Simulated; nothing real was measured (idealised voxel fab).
Name of the process module below: voxel self aligned vias
Each square cell in cross-section cut measures 5 nm, and the section as a whole is 285 nm wide.
Just so we're on the same page, the cross-sections are grids of square cells, and they're listed out in bands top to bottom, each band one or more rows deep.
What a band's entry tells you: where the top is and where the bottom is, as heights in nm, and after that what lies inside, material by material from left to right, each with its width in nm. Empty space is written as the word "blank", and a single material marked with the word "full width" occupies the band from edge to edge.
Heads up on the height convention: 0 is the point under which the incoming wafer is all one material, and the lowest band has no bottom, it just keeps going down, like "0..down".
Think of "30 to 40" as a width that walks from the first number to the second as you go down the band, top row to bottom row, taking equal-sized steps from row to row.
It should be understood that the words "remained the same", when stated for a given step, signify that the cross-section underwent no change in any of its cells during that step.
Sealed void inventory: empty space of 8 cells or more with no open way to the top, each as width x height at its distance from the left edge, in nm
Whatever follows a step's settings on its line is a remark the simulator itself makes about that step.
For masked steps, "overlay nm" on the step line gives how far right of plan the mask actually lay; a minus sign means it lay to the left.

These are the steps we planned for the process
| 1 | RECEIVE,material Si |
| 2 | CONFORMAL_DEP,material SiO2,thk nm 15 |
| 3 | CONFORMAL_DEP,material SiCN,thk nm 5 |
| 4 | DIRECTIONAL_DEP,material SiO2,thk nm 25 |
| 5 | DIRECTIONAL_DEP,material aC,thk nm 10 |
| 6 | PATTERN,tone open,mask id LINES,material resist,width nm 25,pitch nm 65,thk nm 25,overlay nm 0 |
| 7 | DIRECTIONAL_ETCH,etch materials aC,depth nm 10 |
| 8 | STRIP,etch materials resist |
| 9 | DIRECTIONAL_ETCH,etch materials SiO2,depth nm 25 |
| 10 | STRIP,etch materials aC |
| 11 | CONFORMAL_DEP,material TiN,thk nm 5 |
| 12 | FILL_DEP,material Ru,thk nm 5 |
| 13 | CMP,height nm 45 |
| 14 | SELECTIVE_ETCH,etch materials W Ru TiN,depth nm 10 |
| 15 | FILL_DEP,material SiN,thk nm 10 |
| 16 | CMP,height nm 45 |
| 17 | DIRECTIONAL_DEP,material SiO2,thk nm 20 |
| 18 | PATTERN,tone open,mask id VIAS,material resist,width nm 45,pitch nm 130,thk nm 15,overlay nm 0 |
| 19 | DIRECTIONAL_ETCH,etch materials SiO2,depth nm 20 |
| 20 | DIRECTIONAL_ETCH,etch materials SiN,depth nm 10 |
| 21 | STRIP,etch materials resist |
| 22 | CONFORMAL_DEP,material TiN,thk nm 5 |
| 23 | FILL_DEP,material Cu,thk nm 10 |
| 24 | CMP,height nm 65 |
| 25 | CONFORMAL_DEP,material SiCN,thk nm 5 |

Cross-section of the incoming wafer, state after step 1
	0..down | Si full width
	Sealed void inventory: none

End-of-module cross-section. Starting structure and process plan as above; one mistake made in running it
	70..65 | SiCN full width
	65..50 | SiO2 55  TiN 5  Cu 35  TiN 5  SiO2 85  TiN 5  Cu 35  TiN 5  SiO2 55
	50..45 | SiO2 55  TiN 15  Cu 15  TiN 15  SiO2 85  TiN 15  Cu 15  TiN 15  SiO2 55
	45..40 | SiO2 65  TiN 5  Cu 15  TiN 5  SiO2 40  SiN 25  SiO2 40  TiN 5  Cu 15  TiN 5  SiO2 65
	40..35 | SiO2 65  TiN 25  SiO2 40  SiN 25  SiO2 40  TiN 25  SiO2 65
	35..30 | SiCN full width
	30..0 | SiO2 full width
	0..down | Si full width
	Sealed void inventory: none
What went wrong in running the wafer? step 2 of the plan was performed twice
